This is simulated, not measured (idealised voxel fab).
Presented below is a process module, voxel transistor to metal.
The cross-section on display is named cut; it measures 165 nm wide, and its cells are 5 nm squares.
Cross-section, as written here: a square-cell grid given band by band from the top down, where a band holds one or more rows of cells. Band entry format. Leading values: height of top, height of bottom, nm. Remainder: materials in left-to-right order, each with its width in nm. Special words: "all across" on a single material, which then fills the band edge to edge; "air", empty space. The level at which height equals 0 is the one under which the wafer, as it arrives, is entirely one material. No lower edge exists for the bottom band, which continues downward and is notated as in "from 0 down". Width "30 to 40": first value at the band's top row of cells, second value at its bottom row, equal change from row to row. What does "no modification" mean for a step? It means no cell of the cross-section changed in that step. Any empty space of 8 cells or more lacking an open way to the top shows up in "Closed cavity list" as width x height at distance, distance from the left edge, in nm. Post-settings text on a step line: simulator's own remark regarding the step. You can add "overlay nm" to a step's line. For a step with a mask, it describes how far the mask lay to the right of its planned position, and a negative number describes a lay to the left.

Planned step list for the process:
1 RECEIVE,material Si
2 CONFORMAL_DEP,material SiO2,thk nm 5
3 CONFORMAL_DEP,material SiN,thk nm 10
4 MASKED_ETCH,tone cover,mask id ACTIVE,width nm 105,etch materials SiN,depth nm 10,overlay nm 0
5 MASKED_ETCH,tone cover,mask id ACTIVE,width nm 105,etch materials SiO2,depth nm 5,overlay nm 0
6 MASKED_ETCH,tone cover,mask id ACTIVE,width nm 105,etch materials Si,depth nm 30,overlay nm 0
7 FILL_DEP,material SiO2,thk nm 5
8 CMP,height nm 15
9 SELECTIVE_ETCH,etch materials SiO2,depth nm 10
10 STRIP,etch materials SiN
11 SELECTIVE_ETCH,etch materials SiO2,depth nm 5
12 OXIDIZE,depth nm 5
13 DIRECTIONAL_DEP,material polySi,thk nm 25
14 DIRECTIONAL_DEP,material SiCN,thk nm 15
15 PATTERN,tone cover,mask id GATE,material resist,width nm 15,thk nm 20,overlay nm 0
16 DIRECTIONAL_ETCH,etch materials SiCN,depth nm 25
17 DIRECTIONAL_ETCH,etch materials polySi,depth nm 35
18 STRIP,etch materials resist
19 CONFORMAL_DEP,material SiO2,thk nm 5
20 DIRECTIONAL_ETCH,etch materials SiO2,depth nm 5
21 CONFORMAL_DEP,material SiN,thk nm 5
22 DIRECTIONAL_ETCH,etch materials SiN,depth nm 5
23 DIRECTIONAL_ETCH,etch materials SiO2,depth nm 5
24 DIRECTIONAL_ETCH,etch materials Si,depth nm 10
25 EPI,material pSi,thk nm 15
26 FILL_DEP,material SiO2,thk nm 5
27 CMP,height nm 40
28 DIRECTIONAL_DEP,material SiO2,thk nm 10
29 DIRECTIONAL_DEP,material aC,thk nm 10
30 PATTERN,tone open,mask id CONTACT,material resist,width nm 30,pitch nm 55,thk nm 25,overlay nm 0
31 DIRECTIONAL_ETCH,etch materials aC,depth nm 10
32 STRIP,etch materials resist
33 DIRECTIONAL_ETCH,etch materials SiO2,depth nm 50
34 STRIP,etch materials aC
35 CONFORMAL_DEP,material TiN,thk nm 5
36 FILL_DEP,material W,thk nm 10
37 CMP,height nm 50
38 DIRECTIONAL_DEP,material TiN,thk nm 5
39 DIRECTIONAL_DEP,material W,thk nm 20
40 MASKED_ETCH,tone cover,mask id METAL_1,width nm 15,pitch nm 70,etch materials W,depth nm 20,overlay nm 0
41 MASKED_ETCH,tone cover,mask id METAL_1,width nm 15,pitch nm 70,etch materials TiN,depth nm 5,overlay nm 0
42 FILL_DEP,material lowk,thk nm 10
43 CMP,height nm 75
44 CONFORMAL_DEP,material SiCN,thk nm 5
45 DIRECTIONAL_DEP,material lowk,thk nm 25
46 MASKED_ETCH,tone open,mask id METAL_2,width nm 15,pitch nm 70,etch materials lowk,depth nm 15,overlay nm 0
47 MASKED_ETCH,tone open,mask id METAL_2_HOLES,width nm 15,pitch nm 70,etch materials lowk,depth nm 10,overlay nm 0
48 MASKED_ETCH,tone open,mask id METAL_2_HOLES,width nm 15,pitch nm 70,etch materials SiCN,depth nm 5,overlay nm 0
49 CONFORMAL_DEP,material TiN,thk nm 5
50 FILL_DEP,material Cu,thk nm 10
51 CMP,height nm 105
52 CONFORMAL_DEP,material SiCN,thk nm 5

Wafer as received: cross-section following step 1:
  from 0 down: Si all across
  Closed cavity list: none

Final wafer profile in cross-section after the module, from the same start and plan as above, with one mistake made during processing:
  from 110 to 105: SiCN all across
  from 105 to 100: Cu all across
  from 100 to 95: Cu (35)  TiN (25)  Cu (45)  TiN (25)  Cu (35)
  from 95 to 90: TiN (40)  lowk (15)  TiN (55)  lowk (15)  TiN (40)
  from 90 to 80: lowk all across
  from 80 to 75: SiCN all across
  from 75 to 55: lowk (40)  W (15)  lowk (55)  W (15)  lowk (40)
  from 55 to 50: lowk (40)  TiN (15)  lowk (55)  TiN (15)  lowk (40)
  from 50 to 40: SiO2 (40)  TiN (5)  W (20 to 15)  TiN (5 to 10)  SiO2 (25)  TiN (5 to 10)  W (20 to 15)  TiN (5)  SiO2 (40)
  from 40 to 25: SiO2 (40)  TiN (5)  W (15)  TiN (5)  SiN (5)  SiO2 (5)  SiCN (15)  SiO2 (5)  SiN (5)  TiN (5)  W (15)  TiN (5)  SiO2 (40)
  from 25 to 15: SiO2 (40)  TiN (5)  W (15)  TiN (5)  SiN (5)  SiO2 (5)  polySi (15)  SiO2 (5)  SiN (5)  TiN (5)  W (15)  TiN (5)  SiO2 (40)
  from 15 to 10: SiO2 (40)  TiN (25)  SiN (5)  SiO2 (5)  polySi (15)  SiO2 (5)  SiN (5)  TiN (25)  SiO2 (40)
  from 10 to 0: SiO2 (40)  TiN (10)  pSi (15)  SiN (5)  SiO2 (5)  polySi (15)  SiO2 (5)  SiN (5)  pSi (15)  TiN (10)  SiO2 (40)
  from 0 to -5: SiO2 (25)  pSi (40)  SiO2 (35)  pSi (40)  SiO2 (25)
  from -5 to -15: SiO2 (30)  pSi (35)  Si (35)  pSi (35)  SiO2 (30)
  from -15 to -30: SiO2 (30)  Si (105)  SiO2 (30)
  from -30 down: Si all across
  Closed cavity list: none
Run error: step 46 ran with different settings than intended, the actual operation and settings being MASKED_ETCH,tone cover,mask id METAL_2,width nm 15,pitch nm 70,etch materials lowk,depth nm 15,overlay nm 0
